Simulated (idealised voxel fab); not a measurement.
You're looking at the process module voxel ribs on slabs.
This is section cut - it's 200 nm across, gridded in 5 nm square cells.
Cross-sections here: square-cell grids, written as top-down lists of bands, a band being one or more rows of cells. A band entry consists of two parts. The first gives the height of the band's top and the height of its bottom, in nm. The rest lists the band's materials from left to right, each with its width in nm. A single material labelled with the word "throughout" fills the band from edge to edge, and the word "blank" marks empty space. Beneath 0, the wafer as received is one material, and that level is where height counting begins. The lowest band goes on downward without a bottom; it is written like "z 0 and below". Quick explanation for "30 to 40": the width changes in equal steps down the rows of cells, from the first number in the band's top row to the second number in its bottom row. Step marked "remained unchanged"? Then no cell in the cross-section changed in it. "Closed void listing" - sealed voids, min. 8 cells, no opening to top; format: width x height at distance (distance from left edge; nm throughout). Heads up: the bit after the settings on a step's line is the simulator's remark on that step. What "overlay nm" on a step's line means: if the step has a mask, that mask lay this far to the right of its planned place, or, when the value is negative, to the left.

Steps in the process plan
1) RECEIVE: material Si
2) DIRECTIONAL_DEP: material SiO2, thk nm 25
3) DIRECTIONAL_DEP: material SiN, thk nm 20
4) DIRECTIONAL_DEP: material aC, thk nm 10
5) PATTERN: tone cover, mask id RIB, material resist, width nm 20, thk nm 30, overlay nm 0
6) DIRECTIONAL_ETCH: etch materials aC, depth nm 10
7) STRIP: etch materials resist
8) DIRECTIONAL_ETCH: etch materials SiN, depth nm 10
9) STRIP: etch materials aC
10) PATTERN: tone cover, mask id SLAB, material resist, width nm 80, thk nm 15, overlay nm 0
11) DIRECTIONAL_ETCH: etch materials SiN, depth nm 10
12) STRIP: etch materials resist
13) FILL_DEP: material SiO2, thk nm 25
14) CMP: height nm 65
15) DIRECTIONAL_DEP: material W, thk nm 10
16) PATTERN: tone cover, mask id HEATER, material resist, width nm 30, thk nm 20, overlay nm 0
17) DIRECTIONAL_ETCH: etch materials W, depth nm 10
18) STRIP: etch materials resist
19) CONFORMAL_DEP: material SiN, thk nm 5

Wafer, first of two, run as planned

Incoming wafer in cross-section (state: after step 1)
> z 0 and below = Si throughout
> Closed void listing: none

Step 2 complete: cross-section through the wafer
> z 25 to 0 = SiO2 throughout
> Below 0, no change.

Step 3 complete: cross-section through the wafer
> z 45 to 25 = SiN throughout
> Below 25, no change.

Step 4 complete: cross-section through the wafer
> z 55 to 45 = aC throughout
> Below 45, no change.

Step 5 complete: cross-section through the wafer
> z 85 to 55 = blank (90), then resist (20), then blank (90)
> Below 55, no change.

Step 6 complete: cross-section through the wafer
> z 75 to 55 = blank (90), then resist (20), then blank (90)
> z 55 to 45 = blank (90), then aC (20), then blank (90)
> Below 45, no change.

Step 7 complete: cross-section through the wafer
> z 55 to 45 = blank (90), then aC (20), then blank (90)
> Below 45, no change.

Step 8 complete: cross-section through the wafer
> z 55 to 45 = blank (90), then aC (20), then blank (90)
> z 45 to 35 = blank (90), then SiN (20), then blank (90)
> Below 35, no change.

Step 9 complete: cross-section through the wafer
> z 45 to 35 = blank (90), then SiN (20), then blank (90)
> Below 35, no change.

Step 10 complete: cross-section through the wafer
> z 60 to 45 = blank (60), then resist (80), then blank (60)
> z 45 to 35 = blank (60), then resist (30), then SiN (20), then resist (30), then blank (60)
> Below 35, no change.

Step 11 complete: cross-section through the wafer
> z 60 to 45 = blank (60), then resist (80), then blank (60)
> z 45 to 35 = blank (60), then resist (30), then SiN (20), then resist (30), then blank (60)
> z 35 to 25 = blank (60), then SiN (80), then blank (60)
> Below 25, no change.

Step 12 complete: cross-section through the wafer
> z 45 to 35 = blank (90), then SiN (20), then blank (90)
> Below 35, no change.

Step 13 complete: cross-section through the wafer
> z 70 to 45 = SiO2 throughout
> z 45 to 35 = SiO2 (90), then SiN (20), then SiO2 (90)
> z 35 to 25 = SiO2 (60), then SiN (80), then SiO2 (60)
> Below 25, no change.

Step 14 complete: cross-section through the wafer
> z 65 to 45 = SiO2 throughout
> Below 45, no change.

Step 15 complete: cross-section through the wafer
> z 75 to 65 = W throughout
> Below 65, no change.

Step 16 complete: cross-section through the wafer
> z 95 to 75 = blank (85), then resist (30), then blank (85)
> Below 75, no change.

Step 17 complete: cross-section through the wafer
> z 95 to 75 = blank (85), then resist (30), then blank (85)
> z 75 to 65 = blank (85), then W (30), then blank (85)
> Below 65, no change.

Step 18 complete: cross-section through the wafer
> z 75 to 65 = blank (85), then W (30), then blank (85)
> Below 65, no change.

Step 19 complete: cross-section through the wafer
> z 80 to 75 = blank (80), then SiN (40), then blank (80)
> z 75 to 70 = blank (80), then SiN (5), then W (30), then SiN (5), then blank (80)
> z 70 to 65 = SiN (85), then W (30), then SiN (85)
> Below 65, no change.

Wafer two. Same start, same plan, one slip in execution. Same as wafer one through step 2, inclusive

Cross-section: second wafer, time at which step 3 was scheduled to end
> z 65 to 25 = SiN throughout
> Below 25, no change.

Cross-section: second wafer, time at which step 4 was scheduled to end
> z 75 to 65 = aC throughout
> Below 65, no change.

Cross-section: second wafer, time at which step 5 was scheduled to end
> z 105 to 75 = blank (90), then resist (20), then blank (90)
> Below 75, no change.

Cross-section: second wafer, time at which step 6 was scheduled to end
> z 95 to 75 = blank (90), then resist (20), then blank (90)
> z 75 to 65 = blank (90), then aC (20), then blank (90)
> Below 65, no change.

Cross-section: second wafer, time at which step 7 was scheduled to end
> z 75 to 65 = blank (90), then aC (20), then blank (90)
> Below 65, no change.

Cross-section: second wafer, time at which step 8 was scheduled to end
> z 75 to 65 = blank (90), then aC (20), then blank (90)
> z 65 to 55 = blank (90), then SiN (20), then blank (90)
> Below 55, no change.

Cross-section: second wafer, time at which step 9 was scheduled to end
> z 65 to 55 = blank (90), then SiN (20), then blank (90)
> Below 55, no change.

Cross-section: second wafer, time at which step 10 was scheduled to end
> z 80 to 65 = blank (60), then resist (80), then blank (60)
> z 65 to 55 = blank (60), then resist (30), then SiN (20), then resist (30), then blank (60)
> Below 55, no change.

Cross-section: second wafer, time at which step 11 was scheduled to end
> z 80 to 65 = blank (60), then resist (80), then blank (60)
> z 65 to 55 = blank (60), then resist (30), then SiN (20), then resist (30), then blank (60)
> z 55 to 45 = blank (60), then SiN (80), then blank (60)
> Below 45, no change.

Cross-section: second wafer, time at which step 12 was scheduled to end
> z 65 to 55 = blank (90), then SiN (20), then blank (90)
> Below 55, no change.

Cross-section: second wafer, time at which step 13 was scheduled to end
> z 90 to 65 = SiO2 throughout
> z 65 to 55 = SiO2 (90), then SiN (20), then SiO2 (90)
> z 55 to 45 = SiO2 (60), then SiN (80), then SiO2 (60)
> Below 45, no change.

Cross-section: second wafer, time at which step 14 was scheduled to end
> z 65 to 55 = SiO2 (90), then SiN (20), then SiO2 (90)
> Below 55, no change.

Cross-section: second wafer, time at which step 15 was scheduled to end
> z 75 to 65 = W throughout
> Below 65, no change.

Cross-section: second wafer, time at which step 16 was scheduled to end
> z 95 to 75 = blank (85), then resist (30), then blank (85)
> Below 75, no change.

Cross-section: second wafer, time at which step 17 was scheduled to end
> z 95 to 75 = blank (85), then resist (30), then blank (85)
> z 75 to 65 = blank (85), then W (30), then blank (85)
> Below 65, no change.

Cross-section: second wafer, time at which step 18 was scheduled to end
> z 75 to 65 = blank (85), then W (30), then blank (85)
> Below 65, no change.

Cross-section: second wafer, time at which step 19 was scheduled to end
> z 80 to 75 = blank (80), then SiN (40), then blank (80)
> z 75 to 70 = blank (80), then SiN (5), then W (30), then SiN (5), then blank (80)
> z 70 to 65 = SiN (85), then W (30), then SiN (85)
> Below 65, no change.
Against the plan, the run slipped here: step 3 of the plan was carried out twice
At the finish, the second wafer shows more or fewer cells for some materials than the first does: 160 more of SiN | 160 fewer of SiO2
